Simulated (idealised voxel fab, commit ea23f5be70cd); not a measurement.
process module | voxel transistor to metal
cross-section cut | 210 nm wide | cells 5 nm
A cross-section is a grid of square cells, given in bands from the top down. A band is one or more rows of cells.
Each band's line starts with the height of the band's top and of its bottom, in nm. Then come its materials from left to right, each with its width in nm. One material with "throughout" fills the band from edge to edge. "air" is empty space.
Height 0 is the level under which the wafer as received is all one material. The lowest band goes on downwards, as in "0 down".
A width such as "30 to 40" changes by the same amount from each row of cells to the next, from the band's top row to its bottom row.
"no change" after a step means that no cell of the cross-section changed.
closed voids: empty space of 8 cells or more with no open way to the top, each as width x height at its distance from the left edge, in nm
after a step's settings: what the simulator itself notes on the step
overlay nm, on a step with a mask: how far to the right of its planned place the mask lay; to the left if negative
plan
1 op RECEIVE | material Si
2 op CONFORMAL_DEP | material SiO2 | thk nm 5
3 op CONFORMAL_DEP | material SiN | thk nm 10
4 op MASKED_ETCH | tone cover | mask id ACTIVE | width nm 115 | etch materials SiN | depth nm 10 | overlay nm 0
5 op MASKED_ETCH | tone cover | mask id ACTIVE | width nm 115 | etch materials SiO2 | depth nm 5 | overlay nm 0
6 op MASKED_ETCH | tone cover | mask id ACTIVE | width nm 115 | etch materials Si | depth nm 35 | overlay nm 0
7 op OXIDIZE | depth nm 5
8 op FILL_DEP | material SiO2 | thk nm 15
9 op CMP | height nm 15
10 op SELECTIVE_ETCH | etch materials SiO2 | depth nm 5
11 op STRIP | etch materials SiN
12 op SELECTIVE_ETCH | etch materials SiO2 | depth nm 5
13 op OXIDIZE | depth nm 5
14 op DIRECTIONAL_DEP | material polySi | thk nm 30
15 op DIRECTIONAL_DEP | material SiCN | thk nm 10
16 op PATTERN | tone cover | mask id GATE | material resist | width nm 25 | thk nm 15 | overlay nm 0
17 op DIRECTIONAL_ETCH | etch materials SiCN | depth nm 20
18 op DIRECTIONAL_ETCH | etch materials polySi | depth nm 40
19 op STRIP | etch materials resist
20 op CONFORMAL_DEP | material SiN | thk nm 10
21 op DIRECTIONAL_ETCH | etch materials SiN | depth nm 10
22 op DIRECTIONAL_ETCH | etch materials SiO2 | depth nm 5
23 op EPI | material nSi | thk nm 5
24 op FILL_DEP | material SiO2 | thk nm 5
25 op CMP | height nm 40
26 op DIRECTIONAL_DEP | material SiO2 | thk nm 10
27 op DIRECTIONAL_DEP | material aC | thk nm 10
28 op PATTERN | tone open | mask id CONTACT | material resist | width nm 20 | pitch nm 75 | thk nm 30 | overlay nm 0
29 op DIRECTIONAL_ETCH | etch materials aC | depth nm 10
30 op STRIP | etch materials resist
31 op DIRECTIONAL_ETCH | etch materials SiO2 | depth nm 50
32 op STRIP | etch materials aC
33 op CONFORMAL_DEP | material TiN | thk nm 5
34 op FILL_DEP | material Ru | thk nm 5
35 op CMP | height nm 50
36 op CONFORMAL_DEP | material SiCN | thk nm 5
37 op DIRECTIONAL_DEP | material lowk | thk nm 15
38 op PATTERN | tone open | mask id METAL_1 | material resist | width nm 20 | pitch nm 75 | thk nm 20 | overlay nm 0
39 op DIRECTIONAL_ETCH | etch materials lowk | depth nm 15
40 op DIRECTIONAL_ETCH | etch materials SiCN | depth nm 5
41 op STRIP | etch materials resist
42 op CONFORMAL_DEP | material TiN | thk nm 5
43 op FILL_DEP | material W | thk nm 5
44 op CMP | height nm 70
45 op CONFORMAL_DEP | material SiN | thk nm 5
as received, after step 1
  0 down: Si throughout
  closed voids: none
first wafer at the end, as planned
  75 to 70: SiN throughout
  70 to 55: lowk 55 | TiN 5 | W 10 | TiN 5 | lowk 55 | TiN 5 | W 10 | TiN 5 | lowk 60
  55 to 50: SiCN 55 | TiN 20 | SiCN 55 | TiN 20 | SiCN 60
  50 to 40: SiO2 55 | TiN 5 | Ru 10 | TiN 5 | SiO2 55 | TiN 5 | Ru 10 | TiN 5 | SiO2 60
  40 to 30: SiO2 55 | TiN 5 | Ru 10 | TiN 5 | SiO2 5 | SiN 10 | SiCN 25 | SiN 10 | SiO2 5 | TiN 5 | Ru 10 | TiN 5 | SiO2 60
  30 to 5: SiO2 55 | TiN 5 | Ru 10 | TiN 5 | SiO2 5 | SiN 10 | polySi 25 | SiN 10 | SiO2 5 | TiN 5 | Ru 10 | TiN 5 | SiO2 60
  5 to 0: SiO2 40 | SiN 10 | SiO2 5 | TiN 20 | SiO2 5 | SiN 10 | polySi 25 | SiN 10 | SiO2 5 | TiN 20 | SiO2 5 | SiN 10 | SiO2 45
  0 to -5: SiO2 50 | nSi 30 | SiO2 45 | nSi 30 | SiO2 55
  -5 to -40: SiO2 50 | Si 105 | SiO2 55
  -40 down: Si throughout
  closed voids: none
second wafer at the end: like start, like plan, one mistake
  75 to 70: SiN throughout
  70 to 55: lowk 55 | TiN 5 | W 10 | TiN 5 | lowk 55 | TiN 5 | W 10 | TiN 5 | lowk 60
  55 to 50: SiCN 55 | TiN 20 | SiCN 55 | TiN 20 | SiCN 60
  50 to 40: SiO2 55 | TiN 5 | Ru 10 | TiN 5 | SiO2 55 | TiN 5 | Ru 10 | TiN 5 | SiO2 60
  40 to 20: SiO2 55 | TiN 5 | Ru 10 | TiN 5 | SiO2 5 | SiN 10 | polySi 25 | SiN 10 | SiO2 5 | TiN 5 | Ru 10 | TiN 5 | SiO2 60
  20 to 15: SiO2 55 | TiN 20 | SiO2 55 | TiN 20 | SiO2 60
  15 to 5: SiO2 45 | SiN 115 | SiO2 50
  5 to 0: SiO2 throughout
  0 to -40: SiO2 50 | Si 105 | SiO2 55
  -40 down: Si throughout
  closed voids: none
what went wrong: step 9 was left out
at the end the second wafer has, in cells: 12 fewer of Ru | 21 more of Si | 10 fewer of SiCN | 26 more of SiN | 9 more of SiO2 | 12 fewer of TiN | 12 fewer of nSi | 10 fewer of polySi
